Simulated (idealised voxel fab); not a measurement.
The process module presented herein is designated voxel ribs on slabs.
Section shown: cut. Width: 145 nm. Cell size: 5 nm, square.
We lay out every cross-section as a grid of square cells and spell it out in bands from the top down, where one band means one or more rows of cells. Basically the band line says how high the top is and how high the bottom is, in nm, and then what's in it from left to right, every material with its width in nm. Empty space shows up as "air", and if a single material carries "all across" it runs the full band edge to edge. For the purposes of this specification, 0 denotes the height below which the wafer in its as-received condition is composed wholly of one material, and the lowermost band, lacking a lower limit, extends downward without end, as expressed in "0 down". Width: "30 to 40" (first number = top row, second number = bottom row, same change from row to row of cells). For the purposes of this document, the phrase "no alteration" attached to a step denotes that no cell within the cross-section was modified by that step. The entry "Sealed-off cavities" lists the empty spaces that cover at least 8 cells and have no open path to the top. Each is written as width x height at distance, where the distance is measured from the left edge and all three values are in nm. Step line, after settings: the simulator's comment on this step. Among the settings permitted on a step's line is "overlay nm"; applied to a step with a mask, it specifies the extent to which the mask lay to the right of its planned position, whereas a negative figure signifies a position to the left.
[The planned process steps are enumerated hereunder]
1. RECEIVE [material Si]
2. DIRECTIONAL_DEP [material SiO2] [thk nm 30]
3. DIRECTIONAL_DEP [material polySi] [thk nm 25]
4. PATTERN [tone cover] [mask id RIB] [material resist] [width nm 30] [thk nm 15] [overlay nm 0]
5. DIRECTIONAL_ETCH [etch materials polySi] [depth nm 20]
6. STRIP [etch materials resist]
7. DIRECTIONAL_DEP [material aC] [thk nm 10]
8. PATTERN [tone cover] [mask id SLAB] [material resist] [width nm 80] [thk nm 30] [overlay nm 0]
9. DIRECTIONAL_ETCH [etch materials aC] [depth nm 10]
10. STRIP [etch materials resist]
11. DIRECTIONAL_ETCH [etch materials polySi] [depth nm 5]
12. STRIP [etch materials aC]
13. FILL_DEP [material SiO2] [thk nm 25]
14. CMP [height nm 70]
15. DIRECTIONAL_DEP [material W] [thk nm 5]
16. MASKED_ETCH [tone cover] [mask id HEATER] [width nm 40] [etch materials W] [depth nm 5] [overlay nm 0]
17. CONFORMAL_DEP [material SiN] [thk nm 5]
[Cross-sectional view of the wafer in its as-received condition, corresponding to the state after step 1]
  0 down = Si all across
  Sealed-off cavities: none
[This is how the wafer looks in cross-section once the module is done, given the starting state and plan above and one mistake in carrying the plan out]
  80 to 75 = air 45 nm / SiN 50 nm / air 50 nm
  75 to 70 = SiN 50 nm / W 40 nm / SiN 55 nm
  70 to 60 = SiO2 all across
  60 to 40 = SiO2 55 nm / polySi 30 nm / SiO2 60 nm
  40 to 35 = SiO2 30 nm / polySi 80 nm / SiO2 35 nm
  35 to 30 = polySi all across
  30 to 0 = SiO2 all across
  0 down = Si all across
  Sealed-off cavities: none
Error vs. plan: step 3 was run on a setting that differed from the plan, and what really ran there is DIRECTIONAL_DEP [material polySi] [thk nm 30]
